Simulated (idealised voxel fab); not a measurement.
The following is a process module called voxel double patterning.
Section shown: cut. Width: 195 nm. Cell size: 5 nm, square.
We lay out every cross-section as a grid of square cells and spell it out in bands from the top down, where one band means one or more rows of cells.
The band entry comprises the height of the band's top followed by the height of its bottom, expressed in nm, and subsequently the band's materials from left to right, each stated together with its width in nm. Where a single material is marked with the word "throughout", that material fills the band from edge to edge. The word "empty" represents empty space.
Heights from 0 (as-received wafer is one material below). Bottom band endless downward, as "0 nm and below".
It should be noted that a width expressed as "30 to 40" varies in equal increments from row to row of cells within the band, taking the value of the first number at the top row and that of the second number at the bottom row.
Step note "stayed the same" = no cross-section cell changed.
Empty spaces without an open route to the top, at least 8 cells in extent, make up the entry "Completely sealed voids"; each is given as width x height at distance, where the distance is measured from the left edge, and all are in nm.
That trailing text on a step's line, after the settings, is the simulator's own remark on the step.
overlay nm: mask right of planned place by this much (step with mask). Neg. = left.
Heads up before you read on: it's before/after pairs around one process step each, after side only down to the lowest band that changed, step plus settings under the pair. Pairs can be from different runs of this module, same starting wafer, so only chain a pair onto the one above if its "Geometry before processing" entry says so.

Geometry before processing:
* 0 nm and below = Si throughout
* Completely sealed voids: none

After the Step:
* 5 nm to 0 nm = SiO2 throughout
* Everything below 0 is unchanged.
* Completely sealed voids: none
Between the two cross-sections shown above lies CONFORMAL_DEP | material SiO2 | thk nm 5

Geometry before processing: Reference is made to the cross-section shown after the step in the pair directly above, which represents the state prior to this step.

After the Step:
* 15 nm to 5 nm = polySi throughout
* Everything below 5 is unchanged.
* Completely sealed voids: none
Between the two cross-sections shown above lies DIRECTIONAL_DEP | material polySi | thk nm 10

Geometry before processing: Reference is made to the cross-section shown after the step in the pair directly above, which represents the state prior to this step.

After the Step:
* 25 nm to 15 nm = SiCN throughout
* Everything below 15 is unchanged.
* Completely sealed voids: none
Between the two cross-sections shown above lies DIRECTIONAL_DEP | material SiCN | thk nm 10

Geometry before processing: Reference is made to the cross-section shown after the step in the pair directly above, which represents the state prior to this step.

After the Step:
* 25 nm to 15 nm = SiCN 65, then empty 15, then SiCN 35, then empty 15, then SiCN 65
* Everything below 15 is unchanged.
* Completely sealed voids: none
Between the two cross-sections shown above lies MASKED_ETCH | tone open | mask id FIRST | width nm 15 | pitch nm 50 | etch materials SiCN | depth nm 10 | overlay nm 0

Geometry before processing: Reference is made to the cross-section shown after the step in the pair directly above, which represents the state prior to this step.

After the Step:
* 40 nm to 25 nm = resist 90, then empty 15, then resist 90
* 25 nm to 15 nm = SiCN 65, then resist 15, then SiCN 35, then resist 15, then SiCN 65
* Everything below 15 is unchanged.
* Completely sealed voids: none
Between the two cross-sections shown above lies PATTERN | tone open | mask id SECOND | material resist | width nm 15 | thk nm 15 | overlay nm 0

Geometry before processing: Reference is made to the cross-section shown after the step in the pair directly above, which represents the state prior to this step.

After the Step:
* 40 nm to 25 nm = resist 90, then empty 15, then resist 90
* 25 nm to 15 nm = SiCN 65, then resist 15, then SiCN 10, then empty 15, then SiCN 10, then resist 15, then SiCN 65
* Everything below 15 is unchanged.
* Completely sealed voids: none
Between the two cross-sections shown above lies DIRECTIONAL_ETCH | etch materials SiCN | depth nm 10

Geometry before processing: Reference is made to the cross-section shown after the step in the pair directly above, which represents the state prior to this step.

After the Step:
* 25 nm to 15 nm = SiCN 65, then empty 15, then SiCN 10, then empty 15, then SiCN 10, then empty 15, then SiCN 65
* Everything below 15 is unchanged.
* Completely sealed voids: none
Between the two cross-sections shown above lies STRIP | etch materials resist

Geometry before processing: Reference is made to the cross-section shown after the step in the pair directly above, which represents the state prior to this step.

After the Step:
* 25 nm to 15 nm = SiCN 65, then empty 15, then SiCN 10, then empty 15, then SiCN 10, then empty 15, then SiCN 65
* 15 nm to 5 nm = polySi 65, then empty 15, then polySi 10, then empty 15, then polySi 10, then empty 15, then polySi 65
* Everything below 5 is unchanged.
* Completely sealed voids: none
Between the two cross-sections shown above lies DIRECTIONAL_ETCH | etch materials polySi | depth nm 10

Geometry before processing: Reference is made to the cross-section shown after the step in the pair directly above, which represents the state prior to this step.

After the Step:
* 15 nm to 5 nm = polySi 65, then empty 15, then polySi 10, then empty 15, then polySi 10, then empty 15, then polySi 65
* Everything below 5 is unchanged.
* Completely sealed voids: none
Between the two cross-sections shown above lies STRIP | etch materials SiCN

Geometry before processing:
* 0 nm and below = Si throughout
* Completely sealed voids: none

After the Step:
* 10 nm to 0 nm = polySi throughout
* Everything below 0 is unchanged.
* Completely sealed voids: none
Between the two cross-sections shown above lies DIRECTIONAL_DEP | material polySi | thk nm 10

Geometry before processing: Reference is made to the cross-section shown after the step in the pair directly above, which represents the state prior to this step.

After the Step:
* 15 nm to 10 nm = SiO2 throughout
* Everything below 10 is unchanged.
* Completely sealed voids: none
Between the two cross-sections shown above lies CONFORMAL_DEP | material SiO2 | thk nm 5

Geometry before processing: Reference is made to the cross-section shown after the step in the pair directly above, which represents the state prior to this step.

After the Step:
* 25 nm to 15 nm = SiCN throughout
* Everything below 15 is unchanged.
* Completely sealed voids: none
Between the two cross-sections shown above lies DIRECTIONAL_DEP | material SiCN | thk nm 10

Geometry before processing: Reference is made to the cross-section shown after the step in the pair directly above, which represents the state prior to this step.

After the Step:
* 25 nm to 15 nm = SiCN 65, then empty 15, then SiCN 35, then empty 15, then SiCN 65
* Everything below 15 is unchanged.
* Completely sealed voids: none
Between the two cross-sections shown above lies MASKED_ETCH | tone open | mask id FIRST | width nm 15 | pitch nm 50 | etch materials SiCN | depth nm 10 | overlay nm 0

Geometry before processing: Reference is made to the cross-section shown after the step in the pair directly above, which represents the state prior to this step.

After the Step:
* 40 nm to 25 nm = resist 90, then empty 15, then resist 90
* 25 nm to 15 nm = SiCN 65, then resist 15, then SiCN 35, then resist 15, then SiCN 65
* Everything below 15 is unchanged.
* Completely sealed voids: none
Between the two cross-sections shown above lies PATTERN | tone open | mask id SECOND | material resist | width nm 15 | thk nm 15 | overlay nm 0

Geometry before processing: Reference is made to the cross-section shown after the step in the pair directly above, which represents the state prior to this step.

After the Step:
* 40 nm to 25 nm = resist 90, then empty 15, then resist 90
* 25 nm to 15 nm = SiCN 65, then resist 15, then SiCN 10, then empty 15, then SiCN 10, then resist 15, then SiCN 65
* Everything below 15 is unchanged.
* Completely sealed voids: none
Between the two cross-sections shown above lies DIRECTIONAL_ETCH | etch materials SiCN | depth nm 10

Geometry before processing: Reference is made to the cross-section shown after the step in the pair directly above, which represents the state prior to this step.

After the Step:
* 25 nm to 15 nm = SiCN 65, then empty 15, then SiCN 10, then empty 15, then SiCN 10, then empty 15, then SiCN 65
* Everything below 15 is unchanged.
* Completely sealed voids: none
Between the two cross-sections shown above lies STRIP | etch materials resist

Geometry before processing: Reference is made to the cross-section shown after the step in the pair directly above, which represents the state prior to this step.

After the Step:
* 15 nm to 10 nm = SiO2 throughout
* Everything below 10 is unchanged.
* Completely sealed voids: none
Between the two cross-sections shown above lies STRIP | etch materials SiCN

Geometry before processing:
* 25 nm to 15 nm = SiCN 65, then empty 15, then SiCN 10, then empty 15, then SiCN 10, then empty 15, then SiCN 65
* 15 nm to 5 nm = polySi throughout
* 5 nm to 0 nm = SiO2 throughout
* 0 nm and below = Si throughout
* Completely sealed voids: none

After the Step:
* 25 nm to 15 nm = SiCN 65, then empty 15, then SiCN 10, then empty 15, then SiCN 10, then empty 15, then SiCN 65
* 15 nm to 10 nm = polySi 65, then empty 15, then polySi 10, then empty 15, then polySi 10, then empty 15, then polySi 65
* Everything below 10 is unchanged.
* Completely sealed voids: none
Between the two cross-sections shown above lies DIRECTIONAL_ETCH | etch materials polySi | depth nm 5

Geometry before processing: Reference is made to the cross-section shown after the step in the pair directly above, which represents the state prior to this step.

After the Step:
* 15 nm to 10 nm = polySi 65, then empty 15, then polySi 10, then empty 15, then polySi 10, then empty 15, then polySi 65
* Everything below 10 is unchanged.
* Completely sealed voids: none
Between the two cross-sections shown above lies STRIP | etch materials SiCN

Geometry before processing:
* 25 nm to 15 nm = SiCN throughout
* 15 nm to 5 nm = polySi throughout
* 5 nm to 0 nm = SiO2 throughout
* 0 nm and below = Si throughout
* Completely sealed voids: none

After the Step:
* 25 nm to 15 nm = SiCN 65, then empty 20, then SiCN 30, then empty 20, then SiCN 60
* Everything below 15 is unchanged.
* Completely sealed voids: none
Between the two cross-sections shown above lies MASKED_ETCH | tone open | mask id FIRST | width nm 20 | pitch nm 50 | etch materials SiCN | depth nm 10 | overlay nm 0

Geometry before processing: Reference is made to the cross-section shown after the step in the pair directly above, which represents the state prior to this step.

After the Step:
* 40 nm to 25 nm = resist 90, then empty 15, then resist 90
* 25 nm to 15 nm = SiCN 65, then resist 20, then SiCN 30, then resist 20, then SiCN 60
* Everything below 15 is unchanged.
* Completely sealed voids: none
Between the two cross-sections shown above lies PATTERN | tone open | mask id SECOND | material resist | width nm 15 | thk nm 15 | overlay nm 0

Geometry before processing: Reference is made to the cross-section shown after the step in the pair directly above, which represents the state prior to this step.

After the Step:
* 40 nm to 25 nm = resist 90, then empty 15, then resist 90
* 25 nm to 15 nm = SiCN 65, then resist 20, then SiCN 5, then empty 15, then SiCN 10, then resist 20, then SiCN 60
* Everything below 15 is unchanged.
* Completely sealed voids: none
Between the two cross-sections shown above lies DIRECTIONAL_ETCH | etch materials SiCN | depth nm 10

Geometry before processing: Reference is made to the cross-section shown after the step in the pair directly above, which represents the state prior to this step.

After the Step:
* 25 nm to 15 nm = SiCN 65, then empty 20, then SiCN 5, then empty 15, then SiCN 10, then empty 20, then SiCN 60
* Everything below 15 is unchanged.
* Completely sealed voids: none
Between the two cross-sections shown above lies STRIP | etch materials resist

Geometry before processing: Reference is made to the cross-section shown after the step in the pair directly above, which represents the state prior to this step.

After the Step:
* 25 nm to 15 nm = SiCN 65, then empty 20, then SiCN 5, then empty 15, then SiCN 10, then empty 20, then SiCN 60
* 15 nm to 5 nm = polySi 65, then empty 20, then polySi 5, then empty 15, then polySi 10, then empty 20, then polySi 60
* Everything below 5 is unchanged.
* Completely sealed voids: none
Between the two cross-sections shown above lies DIRECTIONAL_ETCH | etch materials polySi | depth nm 10

Geometry before processing: Reference is made to the cross-section shown after the step in the pair directly above, which represents the state prior to this step.

After the Step:
* 15 nm to 5 nm = polySi 65, then empty 20, then polySi 5, then empty 15, then polySi 10, then empty 20, then polySi 60
* Everything below 5 is unchanged.
* Completely sealed voids: none
Between the two cross-sections shown above lies STRIP | etch materials SiCN

Geometry before processing:
* 25 nm to 15 nm = SiCN 65, then empty 15, then SiCN 35, then empty 15, then SiCN 65
* 15 nm to 5 nm = polySi throughout
* 5 nm to 0 nm = SiO2 throughout
* 0 nm and below = Si throughout
* Completely sealed voids: none

After the Step:
* 40 nm to 25 nm = resist 85, then empty 15, then resist 95
* 25 nm to 15 nm = SiCN 65, then resist 15, then SiCN 35, then resist 15, then SiCN 65
* Everything below 15 is unchanged.
* Completely sealed voids: none
Between the two cross-sections shown above lies PATTERN | tone open | mask id SECOND | material resist | width nm 15 | thk nm 15 | overlay nm -5

Geometry before processing: Reference is made to the cross-section shown after the step in the pair directly above, which represents the state prior to this step.

After the Step:
* 40 nm to 25 nm = resist 85, then empty 15, then resist 95
* 25 nm to 15 nm = SiCN 65, then resist 15, then SiCN 5, then empty 15, then SiCN 15, then resist 15, then SiCN 65
* Everything below 15 is unchanged.
* Completely sealed voids: none
Between the two cross-sections shown above lies DIRECTIONAL_ETCH | etch materials SiCN | depth nm 10

Geometry before processing: Reference is made to the cross-section shown after the step in the pair directly above, which represents the state prior to this step.

After the Step:
* 25 nm to 15 nm = SiCN 65, then empty 15, then SiCN 5, then empty 15, then SiCN 15, then empty 15, then SiCN 65
* Everything below 15 is unchanged.
* Completely sealed voids: none
Between the two cross-sections shown above lies STRIP | etch materials resist

Geometry before processing: Reference is made to the cross-section shown after the step in the pair directly above, which represents the state prior to this step.

After the Step:
* 25 nm to 15 nm = SiCN 65, then empty 15, then SiCN 5, then empty 15, then SiCN 15, then empty 15, then SiCN 65
* 15 nm to 5 nm = polySi 65, then empty 15, then polySi 5, then empty 15, then polySi 15, then empty 15, then polySi 65
* Everything below 5 is unchanged.
* Completely sealed voids: none
Between the two cross-sections shown above lies DIRECTIONAL_ETCH | etch materials polySi | depth nm 10

Geometry before processing: Reference is made to the cross-section shown after the step in the pair directly above, which represents the state prior to this step.

After the Step:
* 15 nm to 5 nm = polySi 65, then empty 15, then polySi 5, then empty 15, then polySi 15, then empty 15, then polySi 65
* Everything below 5 is unchanged.
* Completely sealed voids: none
Between the two cross-sections shown above lies STRIP | etch materials SiCN

Geometry before processing:
* 5 nm to 0 nm = SiO2 throughout
* 0 nm and below = Si throughout
* Completely sealed voids: none

After the Step:
* 15 nm to 0 nm = SiO2 throughout
* Everything below 0 is unchanged.
* Completely sealed voids: none
Between the two cross-sections shown above lies DIRECTIONAL_DEP | material SiO2 | thk nm 10

Geometry before processing: Reference is made to the cross-section shown after the step in the pair directly above, which represents the state prior to this step.

After the Step:
* 25 nm to 15 nm = SiCN throughout
* Everything below 15 is unchanged.
* Completely sealed voids: none
Between the two cross-sections shown above lies DIRECTIONAL_DEP | material SiCN | thk nm 10

Geometry before processing: Reference is made to the cross-section shown after the step in the pair directly above, which represents the state prior to this step.

After the Step:
* 25 nm to 15 nm = SiCN 65, then empty 15, then SiCN 35, then empty 15, then SiCN 65
* Everything below 15 is unchanged.
* Completely sealed voids: none
Between the two cross-sections shown above lies MASKED_ETCH | tone open | mask id FIRST | width nm 15 | pitch nm 50 | etch materials SiCN | depth nm 10 | overlay nm 0

Geometry before processing: Reference is made to the cross-section shown after the step in the pair directly above, which represents the state prior to this step.

After the Step:
* 40 nm to 25 nm = resist 90, then empty 15, then resist 90
* 25 nm to 15 nm = SiCN 65, then resist 15, then SiCN 35, then resist 15, then SiCN 65
* Everything below 15 is unchanged.
* Completely sealed voids: none
Between the two cross-sections shown above lies PATTERN | tone open | mask id SECOND | material resist | width nm 15 | thk nm 15 | overlay nm 0

Geometry before processing: Reference is made to the cross-section shown after the step in the pair directly above, which represents the state prior to this step.

After the Step:
* 40 nm to 25 nm = resist 90, then empty 15, then resist 90
* 25 nm to 15 nm = SiCN 65, then resist 15, then SiCN 10, then empty 15, then SiCN 10, then resist 15, then SiCN 65
* Everything below 15 is unchanged.
* Completely sealed voids: none
Between the two cross-sections shown above lies DIRECTIONAL_ETCH | etch materials SiCN | depth nm 10

Geometry before processing: Reference is made to the cross-section shown after the step in the pair directly above, which represents the state prior to this step.

After the Step:
* 25 nm to 15 nm = SiCN 65, then empty 15, then SiCN 10, then empty 15, then SiCN 10, then empty 15, then SiCN 65
* Everything below 15 is unchanged.
* Completely sealed voids: none
Between the two cross-sections shown above lies STRIP | etch materials resist

Geometry before processing: Reference is made to the cross-section shown after the step in the pair directly above, which represents the state prior to this step.

After the Step:
* 15 nm to 0 nm = SiO2 throughout
* Everything below 0 is unchanged.
* Completely sealed voids: none
Between the two cross-sections shown above lies STRIP | etch materials SiCN

Geometry before processing:
* 25 nm to 15 nm = SiCN throughout
* 15 nm to 5 nm = polySi throughout
* 5 nm to 0 nm = SiO2 throughout
* 0 nm and below = Si throughout
* Completely sealed voids: none

After the Step:
* 25 nm to 15 nm = empty 65, then SiCN 15, then empty 35, then SiCN 15, then empty 65
* Everything below 15 is unchanged.
* Completely sealed voids: none
Between the two cross-sections shown above lies MASKED_ETCH | tone cover | mask id FIRST | width nm 15 | pitch nm 50 | etch materials SiCN | depth nm 10 | overlay nm 0

Geometry before processing: Reference is made to the cross-section shown after the step in the pair directly above, which represents the state prior to this step.

After the Step:
* 40 nm to 25 nm = resist 90, then empty 15, then resist 90
* 25 nm to 15 nm = resist 65, then SiCN 15, then resist 10, then empty 15, then resist 10, then SiCN 15, then resist 65
* Everything below 15 is unchanged.
* Completely sealed voids: none
Between the two cross-sections shown above lies PATTERN | tone open | mask id SECOND | material resist | width nm 15 | thk nm 15 | overlay nm 0

Geometry before processing: Reference is made to the cross-section shown after the step in the pair directly above, which represents the state prior to this step.

After the Step:
* 25 nm to 15 nm = empty 65, then SiCN 15, then empty 35, then SiCN 15, then empty 65
* Everything below 15 is unchanged.
* Completely sealed voids: none
Between the two cross-sections shown above lies STRIP | etch materials resist

Geometry before processing: Reference is made to the cross-section shown after the step in the pair directly above, which represents the state prior to this step.

After the Step:
* 25 nm to 15 nm = empty 65, then SiCN 15, then empty 35, then SiCN 15, then empty 65
* 15 nm to 5 nm = empty 65, then polySi 15, then empty 35, then polySi 15, then empty 65
* Everything below 5 is unchanged.
* Completely sealed voids: none
Between the two cross-sections shown above lies DIRECTIONAL_ETCH | etch materials polySi | depth nm 10

Geometry before processing: Reference is made to the cross-section shown after the step in the pair directly above, which represents the state prior to this step.

After the Step:
* 15 nm to 5 nm = empty 65, then polySi 15, then empty 35, then polySi 15, then empty 65
* Everything below 5 is unchanged.
* Completely sealed voids: none
Between the two cross-sections shown above lies STRIP | etch materials SiCN
